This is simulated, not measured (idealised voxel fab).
process module | voxel transistor to metal
cross-section cut | 155 nm wide | cells 5 nm
A cross-section is a grid of square cells, given in bands from the top down. A band is one or more rows of cells.
Each band's line starts with the height of the band's top and of its bottom, in nm. Then come its materials from left to right, each with its width in nm. One material with "throughout" fills the band from edge to edge. "air" is empty space.
Height 0 is the level under which the wafer as received is all one material. The lowest band goes on downwards, as in "0 down".
A width such as "30 to 40" changes by the same amount from each row of cells to the next, from the band's top row to its bottom row.
"no change" after a step means that no cell of the cross-section changed.
closed voids: empty space of 8 cells or more with no open way to the top, each as width x height at its distance from the left edge, in nm
after a step's settings: what the simulator itself notes on the step
overlay nm, on a step with a mask: how far to the right of its planned place the mask lay; to the left if negative
plan
1 op RECEIVE | material Si
2 op OXIDIZE | depth nm 5
3 op CONFORMAL_DEP | material SiN | thk nm 10
4 op MASKED_ETCH | tone cover | mask id ACTIVE | width nm 105 | etch materials SiN | depth nm 10 | overlay nm 0
5 op MASKED_ETCH | tone cover | mask id ACTIVE | width nm 105 | etch materials SiO2 | depth nm 5 | overlay nm 0
6 op MASKED_ETCH | tone cover | mask id ACTIVE | width nm 105 | etch materials Si | depth nm 25 | overlay nm 0
7 op OXIDIZE | depth nm 5
8 op FILL_DEP | material SiO2 | thk nm 5
9 op CMP | height nm 10
10 op SELECTIVE_ETCH | etch materials SiO2 | depth nm 10
11 op STRIP | etch materials SiN
12 op SELECTIVE_ETCH | etch materials SiO2 | depth nm 5
13 op OXIDIZE | depth nm 5
14 op DIRECTIONAL_DEP | material polySi | thk nm 30
15 op DIRECTIONAL_DEP | material SiCN | thk nm 15
16 op DIRECTIONAL_DEP | material aC | thk nm 15
17 op PATTERN | tone cover | mask id GATE | material resist | width nm 25 | thk nm 30 | overlay nm 0
18 op DIRECTIONAL_ETCH | etch materials aC | depth nm 15
19 op STRIP | etch materials resist
20 op DIRECTIONAL_ETCH | etch materials SiCN | depth nm 25
21 op DIRECTIONAL_ETCH | etch materials polySi | depth nm 40
22 op STRIP | etch materials aC
23 op CONFORMAL_DEP | material SiO2 | thk nm 5
24 op DIRECTIONAL_ETCH | etch materials SiO2 | depth nm 5
25 op CONFORMAL_DEP | material SiN | thk nm 5
26 op DIRECTIONAL_ETCH | etch materials SiN | depth nm 5
27 op DIRECTIONAL_ETCH | etch materials SiO2 | depth nm 5
28 op EPI | material nSi | thk nm 5
29 op FILL_DEP | material SiO2 | thk nm 10
30 op CMP | height nm 25
31 op STRIP | etch materials polySi
32 op SELECTIVE_ETCH | etch materials SiO2 | depth nm 5
33 op CONFORMAL_DEP | material HfO2 | thk nm 5
34 op CONFORMAL_DEP | material TiN | thk nm 5
35 op FILL_DEP | material W | thk nm 5
36 op CMP | height nm 20
37 op DIRECTIONAL_DEP | material SiO2 | thk nm 15
38 op DIRECTIONAL_DEP | material aC | thk nm 15
39 op PATTERN | tone open | mask id CONTACT | material resist | width nm 20 | pitch nm 75 | thk nm 35 | overlay nm 0
40 op DIRECTIONAL_ETCH | etch materials aC | depth nm 15
41 op STRIP | etch materials resist
42 op DIRECTIONAL_ETCH | etch materials SiO2 | depth nm 40
43 op STRIP | etch materials aC
44 op CONFORMAL_DEP | material TiN | thk nm 5
45 op FILL_DEP | material W | thk nm 5
46 op CMP | height nm 35
47 op CONFORMAL_DEP | material SiCN | thk nm 5
48 op DIRECTIONAL_DEP | material lowk | thk nm 25
49 op PATTERN | tone open | mask id METAL_1 | material resist | width nm 20 | pitch nm 75 | thk nm 20 | overlay nm 0
50 op DIRECTIONAL_ETCH | etch materials lowk | depth nm 25
51 op DIRECTIONAL_ETCH | etch materials SiCN | depth nm 5
52 op STRIP | etch materials resist
53 op CONFORMAL_DEP | material TiN | thk nm 5
54 op FILL_DEP | material Ru | thk nm 5
55 op CMP | height nm 65
56 op EPI | material Ru | thk nm 5
57 op FILL_DEP | material SiCN | thk nm 5
58 op DIRECTIONAL_DEP | material SiO2 | thk nm 30
59 op PATTERN | tone open | mask id METAL_2_HOLES | material resist | width nm 15 | pitch nm 75 | thk nm 15 | overlay nm 0
60 op DIRECTIONAL_ETCH | etch materials SiO2 | depth nm 30
61 op STRIP | etch materials resist
62 op DIRECTIONAL_DEP | material aC | thk nm 10
63 op PATTERN | tone open | mask id METAL_2 | material resist | width nm 20 | pitch nm 75 | thk nm 25 | overlay nm 0
64 op DIRECTIONAL_ETCH | etch materials aC | depth nm 10
65 op STRIP | etch materials resist
66 op DIRECTIONAL_ETCH | etch materials SiO2 | depth nm 15
67 op DIRECTIONAL_ETCH | etch materials SiCN | depth nm 5
68 op STRIP | etch materials aC
69 op CONFORMAL_DEP | material TiN | thk nm 5
70 op FILL_DEP | material Cu | thk nm 10
71 op CMP | height nm 105
72 op CONFORMAL_DEP | material SiCN | thk nm 5
first wafer, as planned
as received, after step 1
  0 down: Si throughout
  closed voids: none
after step 2
  0 to -5: SiO2 throughout
  below -5: unchanged
after step 3
  10 to 0: SiN throughout
  below 0: unchanged
after step 4
  10 to 0: air 25 | SiN 105 | air 25
  below 0: unchanged
after step 5
  10 to 0: air 25 | SiN 105 | air 25
  0 to -5: air 25 | SiO2 105 | air 25
  below -5: unchanged
after step 6
  10 to 0: air 25 | SiN 105 | air 25
  0 to -5: air 25 | SiO2 105 | air 25
  -5 to -30: air 25 | Si 105 | air 25
  below -30: unchanged
after step 7
  10 to 0: air 25 | SiN 105 | air 25
  0 to -5: air 25 | SiO2 105 | air 25
  -5 to -30: air 25 | SiO2 5 | Si 95 | SiO2 5 | air 25
  -30 to -35: SiO2 30 | Si 95 | SiO2 30
  below -35: unchanged
after step 8
  15 to 10: SiO2 throughout
  10 to 0: SiO2 25 | SiN 105 | SiO2 25
  0 to -5: SiO2 throughout
  -5 to -35: SiO2 30 | Si 95 | SiO2 30
  below -35: unchanged
after step 9
  10 to 0: SiO2 25 | SiN 105 | SiO2 25
  below 0: unchanged
after step 10
  10 to 0: air 25 | SiN 105 | air 25
  below 0: unchanged
after step 11
  0 to -5: SiO2 throughout
  below -5: unchanged
after step 12
  -5 to -35: SiO2 30 | Si 95 | SiO2 30
  below -35: unchanged
after step 13
  -5 to -10: SiO2 throughout
  below -10: unchanged
after step 14
  25 to -5: polySi throughout
  below -5: unchanged
after step 15
  40 to 25: SiCN throughout
  below 25: unchanged
after step 16
  55 to 40: aC throughout
  below 40: unchanged
after step 17
  85 to 55: air 65 | resist 25 | air 65
  below 55: unchanged
after step 18
  70 to 55: air 65 | resist 25 | air 65
  55 to 40: air 65 | aC 25 | air 65
  below 40: unchanged
after step 19
  55 to 40: air 65 | aC 25 | air 65
  below 40: unchanged
after step 20
  55 to 40: air 65 | aC 25 | air 65
  40 to 25: air 65 | SiCN 25 | air 65
  below 25: unchanged
after step 21
  55 to 40: air 65 | aC 25 | air 65
  40 to 25: air 65 | SiCN 25 | air 65
  25 to -5: air 65 | polySi 25 | air 65
  below -5: unchanged
after step 22
  40 to 25: air 65 | SiCN 25 | air 65
  below 25: unchanged
after step 23
  45 to 40: air 60 | SiO2 35 | air 60
  40 to 25: air 60 | SiO2 5 | SiCN 25 | SiO2 5 | air 60
  25 to 0: air 60 | SiO2 5 | polySi 25 | SiO2 5 | air 60
  0 to -5: SiO2 65 | polySi 25 | SiO2 65
  below -5: unchanged
after step 24
  40 to 25: air 60 | SiO2 5 | SiCN 25 | SiO2 5 | air 60
  25 to -5: air 60 | SiO2 5 | polySi 25 | SiO2 5 | air 60
  below -5: unchanged
after step 25
  45 to 40: air 55 | SiN 45 | air 55
  40 to 25: air 55 | SiN 5 | SiO2 5 | SiCN 25 | SiO2 5 | SiN 5 | air 55
  25 to 0: air 55 | SiN 5 | SiO2 5 | polySi 25 | SiO2 5 | SiN 5 | air 55
  0 to -5: SiN 60 | SiO2 5 | polySi 25 | SiO2 5 | SiN 60
  below -5: unchanged
after step 26
  40 to 25: air 55 | SiN 5 | SiO2 5 | SiCN 25 | SiO2 5 | SiN 5 | air 55
  25 to -5: air 55 | SiN 5 | SiO2 5 | polySi 25 | SiO2 5 | SiN 5 | air 55
  below -5: unchanged
after step 27
  40 to 35: air 55 | SiN 5 | air 5 | SiCN 25 | air 5 | SiN 5 | air 55
  35 to 25: air 55 | SiN 5 | SiO2 5 | SiCN 25 | SiO2 5 | SiN 5 | air 55
  25 to -5: air 55 | SiN 5 | SiO2 5 | polySi 25 | SiO2 5 | SiN 5 | air 55
  -5 to -10: air 55 | SiO2 45 | air 55
  below -10: unchanged
after step 28
  40 to 35: air 55 | SiN 5 | air 5 | SiCN 25 | air 5 | SiN 5 | air 55
  35 to 25: air 55 | SiN 5 | SiO2 5 | SiCN 25 | SiO2 5 | SiN 5 | air 55
  25 to -5: air 55 | SiN 5 | SiO2 5 | polySi 25 | SiO2 5 | SiN 5 | air 55
  -5 to -10: air 25 | nSi 30 | SiO2 45 | nSi 30 | air 25
  below -10: unchanged
after step 29
  50 to 40: SiO2 throughout
  40 to 25: SiO2 55 | SiN 5 | SiO2 5 | SiCN 25 | SiO2 5 | SiN 5 | SiO2 55
  25 to -5: SiO2 55 | SiN 5 | SiO2 5 | polySi 25 | SiO2 5 | SiN 5 | SiO2 55
  -5 to -10: SiO2 25 | nSi 30 | SiO2 45 | nSi 30 | SiO2 25
  below -10: unchanged
after step 30
  25 to -5: SiO2 55 | SiN 5 | SiO2 5 | polySi 25 | SiO2 5 | SiN 5 | SiO2 55
  below -5: unchanged
after step 31
  25 to -5: SiO2 55 | SiN 5 | SiO2 5 | air 25 | SiO2 5 | SiN 5 | SiO2 55
  below -5: unchanged
after step 32
  25 to 20: air 55 | SiN 5 | air 35 | SiN 5 | air 55
  20 to -5: SiO2 55 | SiN 5 | air 35 | SiN 5 | SiO2 55
  -5 to -10: SiO2 25 | nSi 30 | SiO2 5 | air 35 | SiO2 5 | nSi 30 | SiO2 25
  below -10: unchanged
after step 33
  30 to 25: air 50 | HfO2 15 | air 25 | HfO2 15 | air 50
  25 to 20: HfO2 55 | SiN 5 | HfO2 5 | air 25 | HfO2 5 | SiN 5 | HfO2 55
  20 to -5: SiO2 55 | SiN 5 | HfO2 5 | air 25 | HfO2 5 | SiN 5 | SiO2 55
  -5 to -10: SiO2 25 | nSi 30 | SiO2 5 | HfO2 35 | SiO2 5 | nSi 30 | SiO2 25
  below -10: unchanged
after step 34
  35 to 30: air 45 | TiN 25 | air 15 | TiN 25 | air 45
  30 to 25: TiN 50 | HfO2 15 | TiN 5 | air 15 | TiN 5 | HfO2 15 | TiN 50
  25 to 20: HfO2 55 | SiN 5 | HfO2 5 | TiN 5 | air 15 | TiN 5 | HfO2 5 | SiN 5 | HfO2 55
  20 to 0: SiO2 55 | SiN 5 | HfO2 5 | TiN 5 | air 15 | TiN 5 | HfO2 5 | SiN 5 | SiO2 55
  0 to -5: SiO2 55 | SiN 5 | HfO2 5 | TiN 25 | HfO2 5 | SiN 5 | SiO2 55
  below -5: unchanged
after step 35
  40 to 35: W throughout
  35 to 30: W 45 | TiN 25 | W 15 | TiN 25 | W 45
  30 to 25: TiN 50 | HfO2 15 | TiN 5 | W 15 | TiN 5 | HfO2 15 | TiN 50
  25 to 20: HfO2 55 | SiN 5 | HfO2 5 | TiN 5 | W 15 | TiN 5 | HfO2 5 | SiN 5 | HfO2 55
  20 to 0: SiO2 55 | SiN 5 | HfO2 5 | TiN 5 | W 15 | TiN 5 | HfO2 5 | SiN 5 | SiO2 55
  below 0: unchanged
after step 36
  20 to 0: SiO2 55 | SiN 5 | HfO2 5 | TiN 5 | W 15 | TiN 5 | HfO2 5 | SiN 5 | SiO2 55
  below 0: unchanged
after step 37
  35 to 20: SiO2 throughout
  below 20: unchanged
after step 38
  50 to 35: aC throughout
  below 35: unchanged
after step 39
  85 to 50: resist 30 | air 20 | resist 55 | air 20 | resist 30
  below 50: unchanged
after step 40
  70 to 50: resist 30 | air 20 | resist 55 | air 20 | resist 30
  50 to 35: aC 30 | air 20 | aC 55 | air 20 | aC 30
  below 35: unchanged
after step 41
  50 to 35: aC 30 | air 20 | aC 55 | air 20 | aC 30
  below 35: unchanged
after step 42
  50 to 35: aC 30 | air 20 | aC 55 | air 20 | aC 30
  35 to 20: SiO2 30 | air 20 | SiO2 55 | air 20 | SiO2 30
  20 to 0: SiO2 30 | air 20 | SiO2 5 | SiN 5 | HfO2 5 | TiN 5 | W 15 | TiN 5 | HfO2 5 | SiN 5 | SiO2 5 | air 20 | SiO2 30
  0 to -5: SiO2 30 | air 20 | SiO2 5 | SiN 5 | HfO2 5 | TiN 25 | HfO2 5 | SiN 5 | SiO2 5 | air 20 | SiO2 30
  below -5: unchanged
after step 43
  35 to 20: SiO2 30 | air 20 | SiO2 55 | air 20 | SiO2 30
  below 20: unchanged
after step 44
  40 to 35: TiN 35 | air 10 | TiN 65 | air 10 | TiN 35
  35 to 20: SiO2 30 | TiN 5 | air 10 | TiN 5 | SiO2 55 | TiN 5 | air 10 | TiN 5 | SiO2 30
  20 to 0: SiO2 30 | TiN 5 | air 10 | TiN 5 | SiO2 5 | SiN 5 | HfO2 5 | TiN 5 | W 15 | TiN 5 | HfO2 5 | SiN 5 | SiO2 5 | TiN 5 | air 10 | TiN 5 | SiO2 30
  0 to -5: SiO2 30 | TiN 20 | SiO2 5 | SiN 5 | HfO2 5 | TiN 25 | HfO2 5 | SiN 5 | SiO2 5 | TiN 20 | SiO2 30
  below -5: unchanged
after step 45
  45 to 40: W throughout
  40 to 35: TiN 35 | W 10 | TiN 65 | W 10 | TiN 35
  35 to 20: SiO2 30 | TiN 5 | W 10 | TiN 5 | SiO2 55 | TiN 5 | W 10 | TiN 5 | SiO2 30
  20 to 0: SiO2 30 | TiN 5 | W 10 | TiN 5 | SiO2 5 | SiN 5 | HfO2 5 | TiN 5 | W 15 | TiN 5 | HfO2 5 | SiN 5 | SiO2 5 | TiN 5 | W 10 | TiN 5 | SiO2 30
  below 0: unchanged
after step 46
  35 to 20: SiO2 30 | TiN 5 | W 10 | TiN 5 | SiO2 55 | TiN 5 | W 10 | TiN 5 | SiO2 30
  below 20: unchanged
after step 47
  40 to 35: SiCN throughout
  below 35: unchanged
after step 48
  65 to 40: lowk throughout
  below 40: unchanged
after step 49
  85 to 65: resist 30 | air 20 | resist 55 | air 20 | resist 30
  below 65: unchanged
after step 50
  85 to 65: resist 30 | air 20 | resist 55 | air 20 | resist 30
  65 to 40: lowk 30 | air 20 | lowk 55 | air 20 | lowk 30
  below 40: unchanged
after step 51
  85 to 65: resist 30 | air 20 | resist 55 | air 20 | resist 30
  65 to 40: lowk 30 | air 20 | lowk 55 | air 20 | lowk 30
  40 to 35: SiCN 30 | air 20 | SiCN 55 | air 20 | SiCN 30
  below 35: unchanged
after step 52
  65 to 40: lowk 30 | air 20 | lowk 55 | air 20 | lowk 30
  below 40: unchanged
after step 53
  70 to 65: TiN 35 | air 10 | TiN 65 | air 10 | TiN 35
  65 to 40: lowk 30 | TiN 5 | air 10 | TiN 5 | lowk 55 | TiN 5 | air 10 | TiN 5 | lowk 30
  40 to 35: SiCN 30 | TiN 20 | SiCN 55 | TiN 20 | SiCN 30
  below 35: unchanged
after step 54
  75 to 70: Ru throughout
  70 to 65: TiN 35 | Ru 10 | TiN 65 | Ru 10 | TiN 35
  65 to 40: lowk 30 | TiN 5 | Ru 10 | TiN 5 | lowk 55 | TiN 5 | Ru 10 | TiN 5 | lowk 30
  below 40: unchanged
after step 55
  65 to 40: lowk 30 | TiN 5 | Ru 10 | TiN 5 | lowk 55 | TiN 5 | Ru 10 | TiN 5 | lowk 30
  below 40: unchanged
after step 56
  70 to 65: air 25 | Ru 30 | air 45 | Ru 30 | air 25
  below 65: unchanged
after step 57
  75 to 70: SiCN throughout
  70 to 65: SiCN 25 | Ru 30 | SiCN 45 | Ru 30 | SiCN 25
  below 65: unchanged
after step 58
  105 to 75: SiO2 throughout
  below 75: unchanged
after step 59
  120 to 105: resist 30 | air 15 | resist 60 | air 15 | resist 35
  below 105: unchanged
after step 60
  120 to 105: resist 30 | air 15 | resist 60 | air 15 | resist 35
  105 to 75: SiO2 30 | air 15 | SiO2 60 | air 15 | SiO2 35
  below 75: unchanged
after step 61
  105 to 75: SiO2 30 | air 15 | SiO2 60 | air 15 | SiO2 35
  below 75: unchanged
after step 62
  115 to 105: aC 30 | air 15 | aC 60 | air 15 | aC 35
  105 to 85: SiO2 30 | air 15 | SiO2 60 | air 15 | SiO2 35
  85 to 75: SiO2 30 | aC 15 | SiO2 60 | aC 15 | SiO2 35
  below 75: unchanged
after step 63
  140 to 115: resist 30 | air 20 | resist 55 | air 20 | resist 30
  below 115: unchanged
after step 64
  130 to 115: resist 30 | air 20 | resist 55 | air 20 | resist 30
  115 to 105: aC 30 | air 20 | aC 55 | air 20 | aC 30
  105 to 75: SiO2 30 | air 15 | SiO2 60 | air 15 | SiO2 35
  below 75: unchanged
after step 65
  115 to 105: aC 30 | air 20 | aC 55 | air 20 | aC 30
  below 105: unchanged
after step 66
  115 to 105: aC 30 | air 20 | aC 55 | air 20 | aC 30
  105 to 90: SiO2 30 | air 20 | SiO2 55 | air 20 | SiO2 30
  below 90: unchanged
after step 67
  115 to 105: aC 30 | air 20 | aC 55 | air 20 | aC 30
  105 to 90: SiO2 30 | air 20 | SiO2 55 | air 20 | SiO2 30
  90 to 75: SiO2 30 | air 15 | SiO2 60 | air 15 | SiO2 35
  75 to 70: SiCN 30 | air 15 | SiCN 60 | air 15 | SiCN 35
  below 70: unchanged
after step 68
  105 to 90: SiO2 30 | air 20 | SiO2 55 | air 20 | SiO2 30
  below 90: unchanged
after step 69
  110 to 105: TiN 35 | air 10 | TiN 65 | air 10 | TiN 35
  105 to 95: SiO2 30 | TiN 5 | air 10 | TiN 5 | SiO2 55 | TiN 5 | air 10 | TiN 5 | SiO2 30
  95 to 90: SiO2 30 | TiN 5 | air 5 | TiN 10 | SiO2 55 | TiN 5 | air 5 | TiN 10 | SiO2 30
  90 to 75: SiO2 30 | TiN 5 | air 5 | TiN 5 | SiO2 60 | TiN 5 | air 5 | TiN 5 | SiO2 35
  75 to 70: SiCN 30 | TiN 15 | SiCN 60 | TiN 15 | SiCN 35
  below 70: unchanged
after step 70
  120 to 110: Cu throughout
  110 to 105: TiN 35 | Cu 10 | TiN 65 | Cu 10 | TiN 35
  105 to 95: SiO2 30 | TiN 5 | Cu 10 | TiN 5 | SiO2 55 | TiN 5 | Cu 10 | TiN 5 | SiO2 30
  95 to 90: SiO2 30 | TiN 5 | Cu 5 | TiN 10 | SiO2 55 | TiN 5 | Cu 5 | TiN 10 | SiO2 30
  90 to 75: SiO2 30 | TiN 5 | Cu 5 | TiN 5 | SiO2 60 | TiN 5 | Cu 5 | TiN 5 | SiO2 35
  below 75: unchanged
after step 71
  105 to 95: SiO2 30 | TiN 5 | Cu 10 | TiN 5 | SiO2 55 | TiN 5 | Cu 10 | TiN 5 | SiO2 30
  below 95: unchanged
after step 72
  110 to 105: SiCN throughout
  below 105: unchanged
second wafer: like start, like plan, one mistake. Through step 44 it matches the first wafer
when step 45 should have ended
  45 to 40: Cu throughout
  40 to 35: TiN 35 | Cu 10 | TiN 65 | Cu 10 | TiN 35
  35 to 20: SiO2 30 | TiN 5 | Cu 10 | TiN 5 | SiO2 55 | TiN 5 | Cu 10 | TiN 5 | SiO2 30
  20 to 0: SiO2 30 | TiN 5 | Cu 10 | TiN 5 | SiO2 5 | SiN 5 | HfO2 5 | TiN 5 | W 15 | TiN 5 | HfO2 5 | SiN 5 | SiO2 5 | TiN 5 | Cu 10 | TiN 5 | SiO2 30
  below 0: unchanged
when step 46 should have ended
  35 to 20: SiO2 30 | TiN 5 | Cu 10 | TiN 5 | SiO2 55 | TiN 5 | Cu 10 | TiN 5 | SiO2 30
  below 20: unchanged
when step 47 should have ended
  40 to 35: SiCN throughout
  below 35: unchanged
when step 48 should have ended
  65 to 40: lowk throughout
  below 40: unchanged
when step 49 should have ended
  85 to 65: resist 30 | air 20 | resist 55 | air 20 | resist 30
  below 65: unchanged
when step 50 should have ended
  85 to 65: resist 30 | air 20 | resist 55 | air 20 | resist 30
  65 to 40: lowk 30 | air 20 | lowk 55 | air 20 | lowk 30
  below 40: unchanged
when step 51 should have ended
  85 to 65: resist 30 | air 20 | resist 55 | air 20 | resist 30
  65 to 40: lowk 30 | air 20 | lowk 55 | air 20 | lowk 30
  40 to 35: SiCN 30 | air 20 | SiCN 55 | air 20 | SiCN 30
  below 35: unchanged
when step 52 should have ended
  65 to 40: lowk 30 | air 20 | lowk 55 | air 20 | lowk 30
  below 40: unchanged
when step 53 should have ended
  70 to 65: TiN 35 | air 10 | TiN 65 | air 10 | TiN 35
  65 to 40: lowk 30 | TiN 5 | air 10 | TiN 5 | lowk 55 | TiN 5 | air 10 | TiN 5 | lowk 30
  40 to 35: SiCN 30 | TiN 20 | SiCN 55 | TiN 20 | SiCN 30
  below 35: unchanged
when step 54 should have ended
  75 to 70: Ru throughout
  70 to 65: TiN 35 | Ru 10 | TiN 65 | Ru 10 | TiN 35
  65 to 40: lowk 30 | TiN 5 | Ru 10 | TiN 5 | lowk 55 | TiN 5 | Ru 10 | TiN 5 | lowk 30
  below 40: unchanged
when step 55 should have ended
  65 to 40: lowk 30 | TiN 5 | Ru 10 | TiN 5 | lowk 55 | TiN 5 | Ru 10 | TiN 5 | lowk 30
  below 40: unchanged
when step 56 should have ended
  70 to 65: air 25 | Ru 30 | air 45 | Ru 30 | air 25
  below 65: unchanged
when step 57 should have ended
  75 to 70: SiCN throughout
  70 to 65: SiCN 25 | Ru 30 | SiCN 45 | Ru 30 | SiCN 25
  below 65: unchanged
when step 58 should have ended
  105 to 75: SiO2 throughout
  below 75: unchanged
when step 59 should have ended
  120 to 105: resist 30 | air 15 | resist 60 | air 15 | resist 35
  below 105: unchanged
when step 60 should have ended
  120 to 105: resist 30 | air 15 | resist 60 | air 15 | resist 35
  105 to 75: SiO2 30 | air 15 | SiO2 60 | air 15 | SiO2 35
  below 75: unchanged
when step 61 should have ended
  105 to 75: SiO2 30 | air 15 | SiO2 60 | air 15 | SiO2 35
  below 75: unchanged
when step 62 should have ended
  115 to 105: aC 30 | air 15 | aC 60 | air 15 | aC 35
  105 to 85: SiO2 30 | air 15 | SiO2 60 | air 15 | SiO2 35
  85 to 75: SiO2 30 | aC 15 | SiO2 60 | aC 15 | SiO2 35
  below 75: unchanged
when step 63 should have ended
  140 to 115: resist 30 | air 20 | resist 55 | air 20 | resist 30
  below 115: unchanged
when step 64 should have ended
  130 to 115: resist 30 | air 20 | resist 55 | air 20 | resist 30
  115 to 105: aC 30 | air 20 | aC 55 | air 20 | aC 30
  105 to 75: SiO2 30 | air 15 | SiO2 60 | air 15 | SiO2 35
  below 75: unchanged
when step 65 should have ended
  115 to 105: aC 30 | air 20 | aC 55 | air 20 | aC 30
  below 105: unchanged
when step 66 should have ended
  115 to 105: aC 30 | air 20 | aC 55 | air 20 | aC 30
  105 to 90: SiO2 30 | air 20 | SiO2 55 | air 20 | SiO2 30
  below 90: unchanged
when step 67 should have ended
  115 to 105: aC 30 | air 20 | aC 55 | air 20 | aC 30
  105 to 90: SiO2 30 | air 20 | SiO2 55 | air 20 | SiO2 30
  90 to 75: SiO2 30 | air 15 | SiO2 60 | air 15 | SiO2 35
  75 to 70: SiCN 30 | air 15 | SiCN 60 | air 15 | SiCN 35
  below 70: unchanged
when step 68 should have ended
  105 to 90: SiO2 30 | air 20 | SiO2 55 | air 20 | SiO2 30
  below 90: unchanged
when step 69 should have ended
  110 to 105: TiN 35 | air 10 | TiN 65 | air 10 | TiN 35
  105 to 95: SiO2 30 | TiN 5 | air 10 | TiN 5 | SiO2 55 | TiN 5 | air 10 | TiN 5 | SiO2 30
  95 to 90: SiO2 30 | TiN 5 | air 5 | TiN 10 | SiO2 55 | TiN 5 | air 5 | TiN 10 | SiO2 30
  90 to 75: SiO2 30 | TiN 5 | air 5 | TiN 5 | SiO2 60 | TiN 5 | air 5 | TiN 5 | SiO2 35
  75 to 70: SiCN 30 | TiN 15 | SiCN 60 | TiN 15 | SiCN 35
  below 70: unchanged
when step 70 should have ended
  120 to 110: Cu throughout
  110 to 105: TiN 35 | Cu 10 | TiN 65 | Cu 10 | TiN 35
  105 to 95: SiO2 30 | TiN 5 | Cu 10 | TiN 5 | SiO2 55 | TiN 5 | Cu 10 | TiN 5 | SiO2 30
  95 to 90: SiO2 30 | TiN 5 | Cu 5 | TiN 10 | SiO2 55 | TiN 5 | Cu 5 | TiN 10 | SiO2 30
  90 to 75: SiO2 30 | TiN 5 | Cu 5 | TiN 5 | SiO2 60 | TiN 5 | Cu 5 | TiN 5 | SiO2 35
  below 75: unchanged
when step 71 should have ended
  105 to 95: SiO2 30 | TiN 5 | Cu 10 | TiN 5 | SiO2 55 | TiN 5 | Cu 10 | TiN 5 | SiO2 30
  below 95: unchanged
when step 72 should have ended
  110 to 105: SiCN throughout
  below 105: unchanged
what went wrong: step 45 ran as: op FILL_DEP | material Cu | thk nm 5
at the end the second wafer has, in cells: 28 more of Cu | 28 fewer of W
